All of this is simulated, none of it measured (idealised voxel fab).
The name of this process module is voxel double patterning.
cross-section cut | 220 nm wide | cells 5 nm
Just so we're on the same page, the cross-sections are grids of square cells, and they're listed out in bands top to bottom, each band one or more rows deep. The band entry comprises the height of the band's top followed by the height of its bottom, expressed in nm, and subsequently the band's materials from left to right, each stated together with its width in nm. Where a single material is marked with the word "edge to edge", that material fills the band from edge to edge. The word "empty" represents empty space. The level at which height equals 0 is the one under which the wafer, as it arrives, is entirely one material. No lower edge exists for the bottom band, which continues downward and is notated as in "0 -> down". With a width like "30->40", each row of cells in the band differs from the next by the same amount, the top row carrying the first number and the bottom row the second. "no change", as given for a step, is the statement that not any cell of the cross-section underwent a change during that step. "Voids, enclosed" enumerates empty spaces isolated from the top, with no open way to it, that contain at least 8 cells, giving each as width x height at distance from the left edge, all three in nm. Formally, on a step line, whatever follows the settings is a remark that the simulator itself makes on the step. "overlay nm", when on a step's line for a step with a mask, measures how far to the right of its planned place the mask lay; a negative measure means to the left.

So here's the lineup of process steps we planned
1: RECEIVE: material Si
2: CONFORMAL_DEP: material SiO2, thk nm 10
3: DIRECTIONAL_DEP: material TiN, thk nm 20
4: DIRECTIONAL_DEP: material SiCN, thk nm 5
5: MASKED_ETCH: tone open, mask id FIRST, width nm 15, pitch nm 50, etch materials SiCN, depth nm 5, overlay nm 0
6: DIRECTIONAL_DEP: material aC, thk nm 15
7: PATTERN: tone open, mask id SECOND, material resist, width nm 15, pitch nm 50, thk nm 35, overlay nm 0
8: DIRECTIONAL_ETCH: etch materials aC, depth nm 15
9: STRIP: etch materials resist
10: DIRECTIONAL_ETCH: etch materials SiCN, depth nm 5
11: STRIP: etch materials aC
12: DIRECTIONAL_ETCH: etch materials TiN, depth nm 20
13: STRIP: etch materials SiCN

Wafer, first of two, run as planned

Wafer at receipt (post step 1), cross-section
* 0 -> down | Si edge to edge
* Voids, enclosed: none

Cross-section: wafer state after step 2
* 10 -> 0 | SiO2 edge to edge
* Heights below 0 show no change.

Cross-section: wafer state after step 3
* 30 -> 10 | TiN edge to edge
* Heights below 10 show no change.

Cross-section: wafer state after step 4
* 35 -> 30 | SiCN edge to edge
* Heights below 30 show no change.

Cross-section: wafer state after step 5
* 35 -> 30 | SiCN (50); empty (15); SiCN (35); empty (15); SiCN (35); empty (15); SiCN (55)
* Heights below 30 show no change.

Cross-section: wafer state after step 6
* 50 -> 45 | aC (50); empty (15); aC (35); empty (15); aC (35); empty (15); aC (55)
* 45 -> 35 | aC edge to edge
* 35 -> 30 | SiCN (50); aC (15); SiCN (35); aC (15); SiCN (35); aC (15); SiCN (55)
* Heights below 30 show no change.

Cross-section: wafer state after step 7
* 85 -> 50 | resist (75); empty (15); resist (35); empty (15); resist (80)
* 50 -> 45 | aC (50); resist (15); aC (35); resist (15); aC (35); resist (15); aC (55)
* Heights below 45 show no change.

Cross-section: wafer state after step 8
* 70 -> 50 | resist (75); empty (15); resist (35); empty (15); resist (80)
* 50 -> 45 | aC (50); resist (15); aC (10); empty (15); aC (10); resist (15); aC (10); empty (15); aC (10); resist (15); aC (55)
* 45 -> 35 | aC (75); empty (15); aC (35); empty (15); aC (80)
* Heights below 35 show no change.

Cross-section: wafer state after step 9
* 50 -> 45 | aC (50); empty (15); aC (10); empty (15); aC (10); empty (15); aC (10); empty (15); aC (10); empty (15); aC (55)
* Heights below 45 show no change.

Cross-section: wafer state after step 10
* 50 -> 45 | aC (50); empty (15); aC (10); empty (15); aC (10); empty (15); aC (10); empty (15); aC (10); empty (15); aC (55)
* 45 -> 35 | aC (75); empty (15); aC (35); empty (15); aC (80)
* 35 -> 30 | SiCN (50); aC (15); SiCN (10); empty (15); SiCN (10); aC (15); SiCN (10); empty (15); SiCN (10); aC (15); SiCN (55)
* Heights below 30 show no change.

Cross-section: wafer state after step 11
* 35 -> 30 | SiCN (50); empty (15); SiCN (10); empty (15); SiCN (10); empty (15); SiCN (10); empty (15); SiCN (10); empty (15); SiCN (55)
* Heights below 30 show no change.

Cross-section: wafer state after step 12
* 35 -> 30 | SiCN (50); empty (15); SiCN (10); empty (15); SiCN (10); empty (15); SiCN (10); empty (15); SiCN (10); empty (15); SiCN (55)
* 30 -> 10 | TiN (50); empty (15); TiN (10); empty (15); TiN (10); empty (15); TiN (10); empty (15); TiN (10); empty (15); TiN (55)
* Heights below 10 show no change.

Cross-section: wafer state after step 13
* 30 -> 10 | TiN (50); empty (15); TiN (10); empty (15); TiN (10); empty (15); TiN (10); empty (15); TiN (10); empty (15); TiN (55)
* Heights below 10 show no change.

The second wafer was prepared from the same starting point and under the same plan as the first; its processing contained one mistake, and it remains indistinguishable from the first wafer up to and including step 2

Second wafer, sectioned view, at step 3's planned end time
* 50 -> 10 | TiN edge to edge
* Heights below 10 show no change.

Second wafer, sectioned view, at step 4's planned end time
* 55 -> 50 | SiCN edge to edge
* Heights below 50 show no change.

Second wafer, sectioned view, at step 5's planned end time
* 55 -> 50 | SiCN (50); empty (15); SiCN (35); empty (15); SiCN (35); empty (15); SiCN (55)
* Heights below 50 show no change.

Second wafer, sectioned view, at step 6's planned end time
* 70 -> 65 | aC (50); empty (15); aC (35); empty (15); aC (35); empty (15); aC (55)
* 65 -> 55 | aC edge to edge
* 55 -> 50 | SiCN (50); aC (15); SiCN (35); aC (15); SiCN (35); aC (15); SiCN (55)
* Heights below 50 show no change.

Second wafer, sectioned view, at step 7's planned end time
* 105 -> 70 | resist (75); empty (15); resist (35); empty (15); resist (80)
* 70 -> 65 | aC (50); resist (15); aC (35); resist (15); aC (35); resist (15); aC (55)
* Heights below 65 show no change.

Second wafer, sectioned view, at step 8's planned end time
* 90 -> 70 | resist (75); empty (15); resist (35); empty (15); resist (80)
* 70 -> 65 | aC (50); resist (15); aC (10); empty (15); aC (10); resist (15); aC (10); empty (15); aC (10); resist (15); aC (55)
* 65 -> 55 | aC (75); empty (15); aC (35); empty (15); aC (80)
* Heights below 55 show no change.

Second wafer, sectioned view, at step 9's planned end time
* 70 -> 65 | aC (50); empty (15); aC (10); empty (15); aC (10); empty (15); aC (10); empty (15); aC (10); empty (15); aC (55)
* Heights below 65 show no change.

Second wafer, sectioned view, at step 10's planned end time
* 70 -> 65 | aC (50); empty (15); aC (10); empty (15); aC (10); empty (15); aC (10); empty (15); aC (10); empty (15); aC (55)
* 65 -> 55 | aC (75); empty (15); aC (35); empty (15); aC (80)
* 55 -> 50 | SiCN (50); aC (15); SiCN (10); empty (15); SiCN (10); aC (15); SiCN (10); empty (15); SiCN (10); aC (15); SiCN (55)
* Heights below 50 show no change.

Second wafer, sectioned view, at step 11's planned end time
* 55 -> 50 | SiCN (50); empty (15); SiCN (10); empty (15); SiCN (10); empty (15); SiCN (10); empty (15); SiCN (10); empty (15); SiCN (55)
* Heights below 50 show no change.

Second wafer, sectioned view, at step 12's planned end time
* 55 -> 50 | SiCN (50); empty (15); SiCN (10); empty (15); SiCN (10); empty (15); SiCN (10); empty (15); SiCN (10); empty (15); SiCN (55)
* 50 -> 30 | TiN (50); empty (15); TiN (10); empty (15); TiN (10); empty (15); TiN (10); empty (15); TiN (10); empty (15); TiN (55)
* Heights below 30 show no change.

Second wafer, sectioned view, at step 13's planned end time
* 50 -> 30 | TiN (50); empty (15); TiN (10); empty (15); TiN (10); empty (15); TiN (10); empty (15); TiN (10); empty (15); TiN (55)
* Heights below 30 show no change.
The plan and the run diverged here: step 3 in the plan was executed twice
End of process, cell counts, second wafer against first, materials with more or fewer: TiN +176
